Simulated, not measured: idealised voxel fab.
process module | voxel self aligned contacts
cross-section cut | 300 nm wide | cells 5 nm
A cross-section is a grid of square cells, given in bands from the top down. A band is one or more rows of cells.
Each band's line starts with the height of the band's top and of its bottom, in nm. Then come its materials from left to right, each with its width in nm. One material with "throughout" fills the band from edge to edge. "air" is empty space.
Height 0 is the level under which the wafer as received is all one material. The lowest band goes on downwards, as in "0 down".
A width such as "30 to 40" changes by the same amount from each row of cells to the next, from the band's top row to its bottom row.
"no change" after a step means that no cell of the cross-section changed.
closed voids: empty space of 8 cells or more with no open way to the top, each as width x height at its distance from the left edge, in nm
after a step's settings: what the simulator itself notes on the step
overlay nm, on a step with a mask: how far to the right of its planned place the mask lay; to the left if negative
Each pair below shows a cross-section before one step and the cross-section after it, down to the lowest band that changed. The line under each pair gives the step between them, with its settings. The pairs can come from different runs of this module on the same starting wafer, so a pair continues from the pair above only where its "before" says so.
before
  90 to 60: air 90 | resist 25 | air 30 | resist 25 | air 30 | resist 25 | air 75
  60 to 50: aC throughout
  50 to 30: SiN throughout
  30 to 5: polySi throughout
  5 to 0: SiO2 throughout
  0 down: Si throughout
  closed voids: none
after
  80 to 60: air 90 | resist 25 | air 30 | resist 25 | air 30 | resist 25 | air 75
  60 to 50: air 90 | aC 25 | air 30 | aC 25 | air 30 | aC 25 | air 75
  below 50: unchanged
  closed voids: none
the step between: op DIRECTIONAL_ETCH | etch materials aC | depth nm 10
before: the cross-section after the pair above
after
  60 to 50: air 90 | aC 25 | air 30 | aC 25 | air 30 | aC 25 | air 75
  below 50: unchanged
  closed voids: none
the step between: op STRIP | etch materials resist
before: the cross-section after the pair above
after
  60 to 50: air 90 | aC 25 | air 30 | aC 25 | air 30 | aC 25 | air 75
  50 to 30: air 90 | SiN 25 | air 30 | SiN 25 | air 30 | SiN 25 | air 75
  below 30: unchanged
  closed voids: none
the step between: op DIRECTIONAL_ETCH | etch materials SiN | depth nm 20
before: the cross-section after the pair above
after
  60 to 50: air 90 | aC 25 | air 30 | aC 25 | air 30 | aC 25 | air 75
  50 to 30: air 90 | SiN 25 | air 30 | SiN 25 | air 30 | SiN 25 | air 75
  30 to 5: air 90 | polySi 25 | air 30 | polySi 25 | air 30 | polySi 25 | air 75
  below 5: unchanged
  closed voids: none
the step between: op DIRECTIONAL_ETCH | etch materials polySi | depth nm 25
before: the cross-section after the pair above
after
  50 to 30: air 90 | SiN 25 | air 30 | SiN 25 | air 30 | SiN 25 | air 75
  below 30: unchanged
  closed voids: none
the step between: op STRIP | etch materials aC
before: the cross-section after the pair above
after
  55 to 30: air 85 | SiN 35 | air 20 | SiN 35 | air 20 | SiN 35 | air 70
  30 to 10: air 85 | SiN 5 | polySi 25 | SiN 5 | air 20 | SiN 5 | polySi 25 | SiN 5 | air 20 | SiN 5 | polySi 25 | SiN 5 | air 70
  10 to 5: SiN 90 | polySi 25 | SiN 30 | polySi 25 | SiN 30 | polySi 25 | SiN 75
  below 5: unchanged
  closed voids: none
the step between: op CONFORMAL_DEP | material SiN | thk nm 5
before: the cross-section after the pair above
after
  50 to 30: air 85 | SiN 35 | air 20 | SiN 35 | air 20 | SiN 35 | air 70
  30 to 5: air 85 | SiN 5 | polySi 25 | SiN 5 | air 20 | SiN 5 | polySi 25 | SiN 5 | air 20 | SiN 5 | polySi 25 | SiN 5 | air 70
  below 5: unchanged
  closed voids: none
the step between: op DIRECTIONAL_ETCH | etch materials SiN | depth nm 5
before: the cross-section after the pair above
after
  60 to 50: SiO2 throughout
  50 to 30: SiO2 85 | SiN 35 | SiO2 20 | SiN 35 | SiO2 20 | SiN 35 | SiO2 70
  30 to 5: SiO2 85 | SiN 5 | polySi 25 | SiN 5 | SiO2 20 | SiN 5 | polySi 25 | SiN 5 | SiO2 20 | SiN 5 | polySi 25 | SiN 5 | SiO2 70
  below 5: unchanged
  closed voids: none
the step between: op FILL_DEP | material SiO2 | thk nm 10
before: the cross-section after the pair above
after
  55 to 50: SiO2 throughout
  below 50: unchanged
  closed voids: none
the step between: op CMP | height nm 55
before: the cross-section after the pair above
after
  55 to 50: SiO2 100 | air 40 | SiO2 15 | air 40 | SiO2 105
  50 to 30: SiO2 85 | SiN 35 | air 20 | SiN 35 | air 20 | SiN 35 | SiO2 70
  30 to 5: SiO2 85 | SiN 5 | polySi 25 | SiN 5 | air 20 | SiN 5 | polySi 25 | SiN 5 | air 20 | SiN 5 | polySi 25 | SiN 5 | SiO2 70
  5 to 0: SiO2 120 | air 20 | SiO2 35 | air 20 | SiO2 105
  below 0: unchanged
  closed voids: none
the step between: op MASKED_ETCH | tone open | mask id CONTACT | width nm 40 | pitch nm 55 | etch materials SiO2 | depth nm 55 | overlay nm 0
before: the cross-section after the pair above
after
  60 to 55: TiN 105 | air 30 | TiN 25 | air 30 | TiN 110
  55 to 50: SiO2 100 | TiN 25 | air 10 | TiN 5 | SiO2 15 | TiN 25 | air 10 | TiN 5 | SiO2 105
  50 to 30: SiO2 85 | SiN 35 | TiN 5 | air 10 | TiN 5 | SiN 35 | TiN 5 | air 10 | TiN 5 | SiN 35 | SiO2 70
  30 to 5: SiO2 85 | SiN 5 | polySi 25 | SiN 5 | TiN 5 | air 10 | TiN 5 | SiN 5 | polySi 25 | SiN 5 | TiN 5 | air 10 | TiN 5 | SiN 5 | polySi 25 | SiN 5 | SiO2 70
  5 to 0: SiO2 120 | TiN 20 | SiO2 35 | TiN 20 | SiO2 105
  below 0: unchanged
  closed voids: none
the step between: op CONFORMAL_DEP | material TiN | thk nm 5
before: the cross-section after the pair above
after
  65 to 60: W throughout
  60 to 55: TiN 105 | W 30 | TiN 25 | W 30 | TiN 110
  55 to 50: SiO2 100 | TiN 25 | W 10 | TiN 5 | SiO2 15 | TiN 25 | W 10 | TiN 5 | SiO2 105
  50 to 30: SiO2 85 | SiN 35 | TiN 5 | W 10 | TiN 5 | SiN 35 | TiN 5 | W 10 | TiN 5 | SiN 35 | SiO2 70
  30 to 5: SiO2 85 | SiN 5 | polySi 25 | SiN 5 | TiN 5 | W 10 | TiN 5 | SiN 5 | polySi 25 | SiN 5 | TiN 5 | W 10 | TiN 5 | SiN 5 | polySi 25 | SiN 5 | SiO2 70
  below 5: unchanged
  closed voids: none
the step between: op FILL_DEP | material W | thk nm 5
before: the cross-section after the pair above
after
  55 to 50: SiO2 100 | TiN 25 | W 10 | TiN 5 | SiO2 15 | TiN 25 | W 10 | TiN 5 | SiO2 105
  below 50: unchanged
  closed voids: none
the step between: op CMP | height nm 55
before: the cross-section after the pair above
after
  60 to 55: SiCN throughout
  below 55: unchanged
  closed voids: none
the step between: op CONFORMAL_DEP | material SiCN | thk nm 5
before
  50 to 30: SiN throughout
  30 to 5: polySi throughout
  5 to 0: SiO2 throughout
  0 down: Si throughout
  closed voids: none
after
  60 to 50: TiN throughout
  below 50: unchanged
  closed voids: none
the step between: op DIRECTIONAL_DEP | material TiN | thk nm 10
before: the cross-section after the pair above
after
  90 to 60: air 80 | resist 25 | air 30 | resist 25 | air 30 | resist 25 | air 85
  below 60: unchanged
  closed voids: none
the step between: op PATTERN | tone cover | mask id GATE | material resist | width nm 25 | pitch nm 55 | thk nm 30 | overlay nm 0
before: the cross-section after the pair above
after
  80 to 60: air 80 | resist 25 | air 30 | resist 25 | air 30 | resist 25 | air 85
  below 60: unchanged
  closed voids: none
the step between: op DIRECTIONAL_ETCH | etch materials aC | depth nm 10
before: the cross-section after the pair above
after
  60 to 50: TiN throughout
  below 50: unchanged
  closed voids: none
the step between: op STRIP | etch materials resist
before: the cross-section after the pair above
after
  65 to 60: SiN throughout
  below 60: unchanged
  closed voids: none
the step between: op CONFORMAL_DEP | material SiN | thk nm 5
before: the cross-section after the pair above
after
  60 to 50: TiN throughout
  below 50: unchanged
  closed voids: none
the step between: op DIRECTIONAL_ETCH | etch materials SiN | depth nm 5
before: the cross-section after the pair above
after
  70 to 60: SiO2 throughout
  below 60: unchanged
  closed voids: none
the step between: op FILL_DEP | material SiO2 | thk nm 10
before: the cross-section after the pair above
after
  55 to 50: TiN throughout
  below 50: unchanged
  closed voids: none
the step between: op CMP | height nm 55
before: the cross-section after the pair above
after
  60 to 50: TiN throughout
  below 50: unchanged
  closed voids: none
the step between: op CONFORMAL_DEP | material TiN | thk nm 5
before: the cross-section after the pair above
after
  65 to 60: W throughout
  below 60: unchanged
  closed voids: none
the step between: op FILL_DEP | material W | thk nm 5
before: the cross-section after the pair above
after
  55 to 50: TiN throughout
  below 50: unchanged
  closed voids: none
the step between: op CMP | height nm 55
before: the cross-section after the pair above
after
  60 to 55: SiCN throughout
  below 55: unchanged
  closed voids: none
the step between: op CONFORMAL_DEP | material SiCN | thk nm 5
before
  55 to 50: SiO2 throughout
  50 to 30: SiO2 75 | SiN 35 | SiO2 20 | SiN 35 | SiO2 20 | SiN 35 | SiO2 80
  30 to 5: SiO2 75 | SiN 5 | polySi 25 | SiN 5 | SiO2 20 | SiN 5 | polySi 25 | SiN 5 | SiO2 20 | SiN 5 | polySi 25 | SiN 5 | SiO2 80
  5 to 0: SiO2 throughout
  0 down: Si throughout
  closed voids: none
after
  55 to 50: air 100 | SiO2 40 | air 15 | SiO2 40 | air 105
  50 to 30: air 75 | SiN 35 | SiO2 20 | SiN 35 | SiO2 20 | SiN 35 | air 80
  30 to 5: air 75 | SiN 5 | polySi 25 | SiN 5 | SiO2 20 | SiN 5 | polySi 25 | SiN 5 | SiO2 20 | SiN 5 | polySi 25 | SiN 5 | air 80
  5 to 0: air 75 | SiO2 145 | air 80
  below 0: unchanged
  closed voids: none
the step between: op MASKED_ETCH | tone cover | mask id CONTACT | width nm 40 | pitch nm 55 | etch materials SiO2 | depth nm 55 | overlay nm 0
before: the cross-section after the pair above
after
  60 to 55: air 95 | TiN 50 | air 5 | TiN 50 | air 100
  55 to 50: air 70 | TiN 30 | SiO2 40 | TiN 15 | SiO2 40 | TiN 30 | air 75
  50 to 30: air 70 | TiN 5 | SiN 35 | SiO2 20 | SiN 35 | SiO2 20 | SiN 35 | TiN 5 | air 75
  30 to 5: air 70 | TiN 5 | SiN 5 | polySi 25 | SiN 5 | SiO2 20 | SiN 5 | polySi 25 | SiN 5 | SiO2 20 | SiN 5 | polySi 25 | SiN 5 | TiN 5 | air 75
  5 to 0: TiN 75 | SiO2 145 | TiN 80
  below 0: unchanged
  closed voids: none
the step between: op CONFORMAL_DEP | material TiN | thk nm 5
before: the cross-section after the pair above
after
  65 to 60: W throughout
  60 to 55: W 95 | TiN 50 | W 5 | TiN 50 | W 100
  55 to 50: W 70 | TiN 30 | SiO2 40 | TiN 15 | SiO2 40 | TiN 30 | W 75
  50 to 30: W 70 | TiN 5 | SiN 35 | SiO2 20 | SiN 35 | SiO2 20 | SiN 35 | TiN 5 | W 75
  30 to 5: W 70 | TiN 5 | SiN 5 | polySi 25 | SiN 5 | SiO2 20 | SiN 5 | polySi 25 | SiN 5 | SiO2 20 | SiN 5 | polySi 25 | SiN 5 | TiN 5 | W 75
  below 5: unchanged
  closed voids: none
the step between: op FILL_DEP | material W | thk nm 5
before: the cross-section after the pair above
after
  55 to 50: W 70 | TiN 30 | SiO2 40 | TiN 15 | SiO2 40 | TiN 30 | W 75
  below 50: unchanged
  closed voids: none
the step between: op CMP | height nm 55
before: the cross-section after the pair above
after
  60 to 55: SiCN throughout
  below 55: unchanged
  closed voids: none
the step between: op CONFORMAL_DEP | material SiCN | thk nm 5
